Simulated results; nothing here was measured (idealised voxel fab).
process module | voxel capacitor over wiring
cross-section cut | 150 nm wide | cells 5 nm
A cross-section is a grid of square cells, given in bands from the top down. A band is one or more rows of cells.
Each band's line starts with the height of the band's top and of its bottom, in nm. Then come its materials from left to right, each with its width in nm. One material with "throughout" fills the band from edge to edge. "air" is empty space.
Height 0 is the level under which the wafer as received is all one material. The lowest band goes on downwards, as in "0 down".
A width such as "30 to 40" changes by the same amount from each row of cells to the next, from the band's top row to its bottom row.
"no change" after a step means that no cell of the cross-section changed.
closed voids: empty space of 8 cells or more with no open way to the top, each as width x height at its distance from the left edge, in nm
after a step's settings: what the simulator itself notes on the step
overlay nm, on a step with a mask: how far to the right of its planned place the mask lay; to the left if negative
plan
1 op RECEIVE | material Si
2 op CONFORMAL_DEP | material SiO2 | thk nm 15
3 op CONFORMAL_DEP | material SiCN | thk nm 5
4 op DIRECTIONAL_DEP | material SiO2 | thk nm 25
5 op PATTERN | tone open | mask id METAL_1 | material resist | width nm 20 | pitch nm 90 | thk nm 15 | overlay nm 0
6 op DIRECTIONAL_ETCH | etch materials SiO2 | depth nm 25
7 op DIRECTIONAL_ETCH | etch materials SiCN | depth nm 5
8 op STRIP | etch materials resist
9 op CONFORMAL_DEP | material TiN | thk nm 5
10 op FILL_DEP | material W | thk nm 10
11 op CMP | height nm 45
12 op CONFORMAL_DEP | material SiCN | thk nm 5
13 op DIRECTIONAL_DEP | material lowk | thk nm 10
14 op MASKED_ETCH | tone open | mask id PLUG_1 | width nm 15 | etch materials lowk | depth nm 10 | overlay nm -10
15 op MASKED_ETCH | tone open | mask id PLUG_1 | width nm 15 | etch materials SiCN | depth nm 5 | overlay nm 0
16 op EPI | material Ru | thk nm 10
17 op EPI | material Ru | thk nm 5
18 op DIRECTIONAL_DEP | material TiN | thk nm 10
19 op DIRECTIONAL_DEP | material HfO2 | thk nm 5
20 op DIRECTIONAL_DEP | material TiN | thk nm 10
21 op MASKED_ETCH | tone cover | mask id UPPER_PLATE | width nm 75 | etch materials TiN | depth nm 10 | overlay nm 0
22 op MASKED_ETCH | tone cover | mask id UPPER_PLATE | width nm 75 | etch materials HfO2 | depth nm 5 | overlay nm 0
23 op DIRECTIONAL_DEP | material aC | thk nm 15
24 op PATTERN | tone cover | mask id LOWER_PLATE | material resist | width nm 85 | thk nm 35 | overlay nm 0
25 op DIRECTIONAL_ETCH | etch materials aC | depth nm 15
26 op STRIP | etch materials resist
27 op DIRECTIONAL_ETCH | etch materials TiN | depth nm 10
28 op STRIP | etch materials aC
29 op FILL_DEP | material SiO2 | thk nm 20
30 op CMP | height nm 100
31 op MASKED_ETCH | tone open | mask id PLUG_2 | width nm 15 | etch materials SiO2 | depth nm 15 | overlay nm 0
32 op CONFORMAL_DEP | material TiN | thk nm 5
33 op FILL_DEP | material Cu | thk nm 5
34 op CMP | height nm 100
35 op CONFORMAL_DEP | material SiCN | thk nm 5
varied across the wafers: overlay nm of step 14. The plan shows the first wafer's value. All wafers start alike
first wafer as received, after step 1
  0 down: Si throughout
  closed voids: none
first wafer at the end, after step 35
  105 to 100: SiCN throughout
  100 to 90: SiO2 35 | TiN 5 | Cu 5 | TiN 5 | SiO2 100
  90 to 85: SiO2 35 | TiN 15 | SiO2 100
  85 to 75: SiO2 25 | TiN 75 | SiO2 50
  75 to 70: SiO2 25 | HfO2 75 | SiO2 50
  70 to 60: SiO2 20 | TiN 85 | SiO2 45
  60 to 50: lowk 15 | Ru 15 | lowk 120
  50 to 45: SiCN 25 | Ru 5 | SiCN 120
  45 to 20: SiO2 20 | TiN 5 | W 10 | TiN 5 | SiO2 70 | TiN 5 | W 10 | TiN 5 | SiO2 20
  20 to 15: SiCN 20 | TiN 20 | SiCN 70 | TiN 20 | SiCN 20
  15 to 0: SiO2 throughout
  0 down: Si throughout
  closed voids: none
last wafer at the end
  105 to 100: SiCN throughout
  100 to 90: SiO2 35 | TiN 5 | Cu 5 | TiN 5 | SiO2 100
  90 to 85: SiO2 35 | TiN 15 | SiO2 100
  85 to 75: SiO2 25 | TiN 15 | SiO2 15 | TiN 45 | SiO2 50
  75 to 70: SiO2 25 | HfO2 15 | TiN 15 | HfO2 45 | SiO2 50
  70 to 65: SiO2 20 | TiN 85 | SiO2 45
  65 to 60: SiO2 20 | TiN 20 | HfO2 15 | TiN 50 | SiO2 45
  60 to 50: lowk 40 | TiN 15 | lowk 95
  50 to 45: SiCN throughout
  45 to 20: SiO2 20 | TiN 5 | W 10 | TiN 5 | SiO2 70 | TiN 5 | W 10 | TiN 5 | SiO2 20
  20 to 15: SiCN 20 | TiN 20 | SiCN 70 | TiN 20 | SiCN 20
  15 to 0: SiO2 throughout
  0 down: Si throughout
  closed voids: none
each wafer at the end: cells of each material gained (+) or lost (-) since it was received, then its closed voids
overlay nm -10 | +2 Cu | +15 HfO2 | +7 Ru | +81 SiCN | +352 SiO2 | +99 TiN | +20 W | +54 lowk | closed voids: none
overlay nm -5 | +2 Cu | +15 HfO2 | +8 Ru | +80 SiCN | +352 SiO2 | +99 TiN | +20 W | +54 lowk | closed voids: none
overlay nm 0 | +2 Cu | +15 HfO2 | +9 Ru | +79 SiCN | +352 SiO2 | +99 TiN | +20 W | +54 lowk | closed voids: none
overlay nm 5 | +2 Cu | +15 HfO2 | +8 Ru | +80 SiCN | +352 SiO2 | +99 TiN | +20 W | +54 lowk | closed voids: none
overlay nm 10 | +2 Cu | +15 HfO2 | +7 Ru | +81 SiCN | +352 SiO2 | +99 TiN | +20 W | +54 lowk | closed voids: none
overlay nm 15 | +2 Cu | +15 HfO2 | +82 SiCN | +358 SiO2 | +99 TiN | +20 W | +54 lowk | closed voids: none
